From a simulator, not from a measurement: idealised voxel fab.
process module | voxel wiring stack
cross-section cut | 280 nm wide | cells 5 nm
A cross-section is a grid of square cells, given in bands from the top down. A band is one or more rows of cells.
Each band's line starts with the height of the band's top and of its bottom, in nm. Then come its materials from left to right, each with its width in nm. One material with "throughout" fills the band from edge to edge. "air" is empty space.
Height 0 is the level under which the wafer as received is all one material. The lowest band goes on downwards, as in "0 down".
A width such as "30 to 40" changes by the same amount from each row of cells to the next, from the band's top row to its bottom row.
"no change" after a step means that no cell of the cross-section changed.
closed voids: empty space of 8 cells or more with no open way to the top, each as width x height at its distance from the left edge, in nm
after a step's settings: what the simulator itself notes on the step
overlay nm, on a step with a mask: how far to the right of its planned place the mask lay; to the left if negative
plan
1 op RECEIVE | material Si
2 op CONFORMAL_DEP | material SiO2 | thk nm 10
3 op CONFORMAL_DEP | material SiCN | thk nm 5
4 op DIRECTIONAL_DEP | material SiO2 | thk nm 25
5 op MASKED_ETCH | tone open | mask id METAL_1 | width nm 30 | pitch nm 60 | etch materials SiO2 | depth nm 25 | overlay nm 0
6 op MASKED_ETCH | tone open | mask id METAL_1 | width nm 30 | pitch nm 60 | etch materials SiCN | depth nm 5 | overlay nm 0
7 op CONFORMAL_DEP | material TiN | thk nm 5
8 op FILL_DEP | material Cu | thk nm 10
9 op CMP | height nm 40
10 op EPI | material Ru | thk nm 5
11 op FILL_DEP | material SiCN | thk nm 5
12 op DIRECTIONAL_DEP | material lowk | thk nm 15
13 op DIRECTIONAL_DEP | material aC | thk nm 10
14 op PATTERN | tone open | mask id PLUG_1 | material resist | width nm 15 | pitch nm 60 | thk nm 25 | overlay nm 0
15 op DIRECTIONAL_ETCH | etch materials aC | depth nm 10
16 op STRIP | etch materials resist
17 op DIRECTIONAL_ETCH | etch materials lowk | depth nm 15
18 op DIRECTIONAL_ETCH | etch materials SiCN | depth nm 5
19 op STRIP | etch materials aC
20 op CONFORMAL_DEP | material TiN | thk nm 5
21 op FILL_DEP | material Cu | thk nm 5
22 op CMP | height nm 65
23 op DIRECTIONAL_DEP | material TiN | thk nm 5
24 op DIRECTIONAL_DEP | material W | thk nm 25
25 op MASKED_ETCH | tone cover | mask id METAL_2 | width nm 30 | pitch nm 60 | etch materials W | depth nm 25 | overlay nm 0
26 op MASKED_ETCH | tone cover | mask id METAL_2 | width nm 30 | pitch nm 60 | etch materials TiN | depth nm 5 | overlay nm 0
27 op CONFORMAL_DEP | material SiN | thk nm 5
28 op FILL_DEP | material lowk | thk nm 10
29 op CMP | height nm 95
30 op CONFORMAL_DEP | material SiCN | thk nm 5
31 op DIRECTIONAL_DEP | material lowk | thk nm 15
32 op DIRECTIONAL_DEP | material aC | thk nm 15
33 op PATTERN | tone open | mask id PLUG_2 | material resist | width nm 15 | pitch nm 60 | thk nm 35 | overlay nm 0
34 op DIRECTIONAL_ETCH | etch materials aC | depth nm 15
35 op STRIP | etch materials resist
36 op DIRECTIONAL_ETCH | etch materials lowk | depth nm 15
37 op DIRECTIONAL_ETCH | etch materials SiCN | depth nm 5
38 op STRIP | etch materials aC
39 op CONFORMAL_DEP | material TiN | thk nm 5
40 op FILL_DEP | material Cu | thk nm 10
41 op CMP | height nm 115
42 op DIRECTIONAL_DEP | material TiN | thk nm 5
43 op DIRECTIONAL_DEP | material W | thk nm 25
44 op DIRECTIONAL_DEP | material aC | thk nm 10
45 op PATTERN | tone cover | mask id METAL_3 | material resist | width nm 30 | pitch nm 60 | thk nm 30 | overlay nm 0
46 op DIRECTIONAL_ETCH | etch materials aC | depth nm 10
47 op STRIP | etch materials resist
48 op DIRECTIONAL_ETCH | etch materials W | depth nm 25
49 op DIRECTIONAL_ETCH | etch materials TiN | depth nm 5
50 op STRIP | etch materials aC
51 op FILL_DEP | material lowk | thk nm 10
52 op CMP | height nm 145
53 op CONFORMAL_DEP | material SiN | thk nm 5
first wafer, as planned
as received, after step 1
  0 down: Si throughout
  closed voids: none
after step 2
  10 to 0: SiO2 throughout
  below 0: unchanged
after step 3
  15 to 10: SiCN throughout
  below 10: unchanged
after step 4
  40 to 15: SiO2 throughout
  below 15: unchanged
after step 5
  40 to 15: SiO2 95 | air 30 | SiO2 30 | air 30 | SiO2 95
  below 15: unchanged
after step 6
  40 to 15: SiO2 95 | air 30 | SiO2 30 | air 30 | SiO2 95
  15 to 10: SiCN 95 | air 30 | SiCN 30 | air 30 | SiCN 95
  below 10: unchanged
after step 7
  45 to 40: TiN 100 | air 20 | TiN 40 | air 20 | TiN 100
  40 to 15: SiO2 95 | TiN 5 | air 20 | TiN 5 | SiO2 30 | TiN 5 | air 20 | TiN 5 | SiO2 95
  15 to 10: SiCN 95 | TiN 30 | SiCN 30 | TiN 30 | SiCN 95
  below 10: unchanged
after step 8
  55 to 45: Cu throughout
  45 to 40: TiN 100 | Cu 20 | TiN 40 | Cu 20 | TiN 100
  40 to 15: SiO2 95 | TiN 5 | Cu 20 | TiN 5 | SiO2 30 | TiN 5 | Cu 20 | TiN 5 | SiO2 95
  below 15: unchanged
after step 9
  40 to 15: SiO2 95 | TiN 5 | Cu 20 | TiN 5 | SiO2 30 | TiN 5 | Cu 20 | TiN 5 | SiO2 95
  below 15: unchanged
after step 10
  45 to 40: air 90 | Ru 40 | air 20 | Ru 40 | air 90
  below 40: unchanged
after step 11
  50 to 45: SiCN throughout
  45 to 40: SiCN 90 | Ru 40 | SiCN 20 | Ru 40 | SiCN 90
  below 40: unchanged
after step 12
  65 to 50: lowk throughout
  below 50: unchanged
after step 13
  75 to 65: aC throughout
  below 65: unchanged
after step 14
  100 to 75: resist 95 | air 15 | resist 45 | air 15 | resist 110
  below 75: unchanged
after step 15
  90 to 75: resist 95 | air 15 | resist 45 | air 15 | resist 110
  75 to 65: aC 95 | air 15 | aC 45 | air 15 | aC 110
  below 65: unchanged
after step 16
  75 to 65: aC 95 | air 15 | aC 45 | air 15 | aC 110
  below 65: unchanged
after step 17
  75 to 65: aC 95 | air 15 | aC 45 | air 15 | aC 110
  65 to 50: lowk 95 | air 15 | lowk 45 | air 15 | lowk 110
  below 50: unchanged
after step 18
  75 to 65: aC 95 | air 15 | aC 45 | air 15 | aC 110
  65 to 50: lowk 95 | air 15 | lowk 45 | air 15 | lowk 110
  50 to 45: SiCN 95 | air 15 | SiCN 45 | air 15 | SiCN 110
  below 45: unchanged
after step 19
  65 to 50: lowk 95 | air 15 | lowk 45 | air 15 | lowk 110
  below 50: unchanged
after step 20
  70 to 65: TiN 100 | air 5 | TiN 55 | air 5 | TiN 115
  65 to 50: lowk 95 | TiN 5 | air 5 | TiN 5 | lowk 45 | TiN 5 | air 5 | TiN 5 | lowk 110
  50 to 45: SiCN 95 | TiN 15 | SiCN 45 | TiN 15 | SiCN 110
  below 45: unchanged
after step 21
  75 to 70: Cu throughout
  70 to 65: TiN 100 | Cu 5 | TiN 55 | Cu 5 | TiN 115
  65 to 50: lowk 95 | TiN 5 | Cu 5 | TiN 5 | lowk 45 | TiN 5 | Cu 5 | TiN 5 | lowk 110
  below 50: unchanged
after step 22
  65 to 50: lowk 95 | TiN 5 | Cu 5 | TiN 5 | lowk 45 | TiN 5 | Cu 5 | TiN 5 | lowk 110
  below 50: unchanged
after step 23
  70 to 65: TiN throughout
  below 65: unchanged
after step 24
  95 to 70: W throughout
  below 70: unchanged
after step 25
  95 to 70: air 95 | W 30 | air 30 | W 30 | air 95
  below 70: unchanged
after step 26
  95 to 70: air 95 | W 30 | air 30 | W 30 | air 95
  70 to 65: air 95 | TiN 30 | air 30 | TiN 30 | air 95
  below 65: unchanged
after step 27
  100 to 95: air 90 | SiN 40 | air 20 | SiN 40 | air 90
  95 to 70: air 90 | SiN 5 | W 30 | SiN 5 | air 20 | SiN 5 | W 30 | SiN 5 | air 90
  70 to 65: SiN 95 | TiN 30 | SiN 30 | TiN 30 | SiN 95
  below 65: unchanged
after step 28
  110 to 100: lowk throughout
  100 to 95: lowk 90 | SiN 40 | lowk 20 | SiN 40 | lowk 90
  95 to 70: lowk 90 | SiN 5 | W 30 | SiN 5 | lowk 20 | SiN 5 | W 30 | SiN 5 | lowk 90
  below 70: unchanged
after step 29
  95 to 70: lowk 90 | SiN 5 | W 30 | SiN 5 | lowk 20 | SiN 5 | W 30 | SiN 5 | lowk 90
  below 70: unchanged
after step 30
  100 to 95: SiCN throughout
  below 95: unchanged
after step 31
  115 to 100: lowk throughout
  below 100: unchanged
after step 32
  130 to 115: aC throughout
  below 115: unchanged
after step 33
  165 to 130: resist 95 | air 15 | resist 45 | air 15 | resist 110
  below 130: unchanged
after step 34
  150 to 130: resist 95 | air 15 | resist 45 | air 15 | resist 110
  130 to 115: aC 95 | air 15 | aC 45 | air 15 | aC 110
  below 115: unchanged
after step 35
  130 to 115: aC 95 | air 15 | aC 45 | air 15 | aC 110
  below 115: unchanged
after step 36
  130 to 115: aC 95 | air 15 | aC 45 | air 15 | aC 110
  115 to 100: lowk 95 | air 15 | lowk 45 | air 15 | lowk 110
  below 100: unchanged
after step 37
  130 to 115: aC 95 | air 15 | aC 45 | air 15 | aC 110
  115 to 100: lowk 95 | air 15 | lowk 45 | air 15 | lowk 110
  100 to 95: SiCN 95 | air 15 | SiCN 45 | air 15 | SiCN 110
  below 95: unchanged
after step 38
  115 to 100: lowk 95 | air 15 | lowk 45 | air 15 | lowk 110
  below 100: unchanged
after step 39
  120 to 115: TiN 100 | air 5 | TiN 55 | air 5 | TiN 115
  115 to 100: lowk 95 | TiN 5 | air 5 | TiN 5 | lowk 45 | TiN 5 | air 5 | TiN 5 | lowk 110
  100 to 95: SiCN 95 | TiN 15 | SiCN 45 | TiN 15 | SiCN 110
  below 95: unchanged
after step 40
  130 to 120: Cu throughout
  120 to 115: TiN 100 | Cu 5 | TiN 55 | Cu 5 | TiN 115
  115 to 100: lowk 95 | TiN 5 | Cu 5 | TiN 5 | lowk 45 | TiN 5 | Cu 5 | TiN 5 | lowk 110
  below 100: unchanged
after step 41
  115 to 100: lowk 95 | TiN 5 | Cu 5 | TiN 5 | lowk 45 | TiN 5 | Cu 5 | TiN 5 | lowk 110
  below 100: unchanged
after step 42
  120 to 115: TiN throughout
  below 115: unchanged
after step 43
  145 to 120: W throughout
  below 120: unchanged
after step 44
  155 to 145: aC throughout
  below 145: unchanged
after step 45
  185 to 155: air 95 | resist 30 | air 30 | resist 30 | air 95
  below 155: unchanged
after step 46
  175 to 155: air 95 | resist 30 | air 30 | resist 30 | air 95
  155 to 145: air 95 | aC 30 | air 30 | aC 30 | air 95
  below 145: unchanged
after step 47
  155 to 145: air 95 | aC 30 | air 30 | aC 30 | air 95
  below 145: unchanged
after step 48
  155 to 145: air 95 | aC 30 | air 30 | aC 30 | air 95
  145 to 120: air 95 | W 30 | air 30 | W 30 | air 95
  below 120: unchanged
after step 49
  155 to 145: air 95 | aC 30 | air 30 | aC 30 | air 95
  145 to 120: air 95 | W 30 | air 30 | W 30 | air 95
  120 to 115: air 95 | TiN 30 | air 30 | TiN 30 | air 95
  below 115: unchanged
after step 50
  145 to 120: air 95 | W 30 | air 30 | W 30 | air 95
  below 120: unchanged
after step 51
  155 to 145: lowk throughout
  145 to 120: lowk 95 | W 30 | lowk 30 | W 30 | lowk 95
  120 to 115: lowk 95 | TiN 30 | lowk 30 | TiN 30 | lowk 95
  below 115: unchanged
after step 52
  145 to 120: lowk 95 | W 30 | lowk 30 | W 30 | lowk 95
  below 120: unchanged
after step 53
  150 to 145: SiN throughout
  below 145: unchanged
second wafer: like start, like plan, one mistake. Through step 41 it matches the first wafer
when step 42 should have ended
  140 to 115: W throughout
  below 115: unchanged
when step 43 should have ended
  145 to 140: TiN throughout
  below 140: unchanged
when step 44 should have ended
  155 to 145: aC throughout
  below 145: unchanged
when step 45 should have ended
  185 to 155: air 95 | resist 30 | air 30 | resist 30 | air 95
  below 155: unchanged
when step 46 should have ended
  175 to 155: air 95 | resist 30 | air 30 | resist 30 | air 95
  155 to 145: air 95 | aC 30 | air 30 | aC 30 | air 95
  below 145: unchanged
when step 47 should have ended
  155 to 145: air 95 | aC 30 | air 30 | aC 30 | air 95
  below 145: unchanged
when step 48 should have ended: no change
when step 49 should have ended
  155 to 145: air 95 | aC 30 | air 30 | aC 30 | air 95
  145 to 140: air 95 | TiN 30 | air 30 | TiN 30 | air 95
  below 140: unchanged
when step 50 should have ended
  145 to 140: air 95 | TiN 30 | air 30 | TiN 30 | air 95
  below 140: unchanged
when step 51 should have ended
  155 to 145: lowk throughout
  145 to 140: lowk 95 | TiN 30 | lowk 30 | TiN 30 | lowk 95
  below 140: unchanged
when step 52 should have ended
  145 to 140: lowk 95 | TiN 30 | lowk 30 | TiN 30 | lowk 95
  below 140: unchanged
when step 53 should have ended
  150 to 145: SiN throughout
  below 145: unchanged
what went wrong: steps 42 and 43 were swapped
at the end the second wafer has, in cells: 220 more of W | 220 fewer of lowk
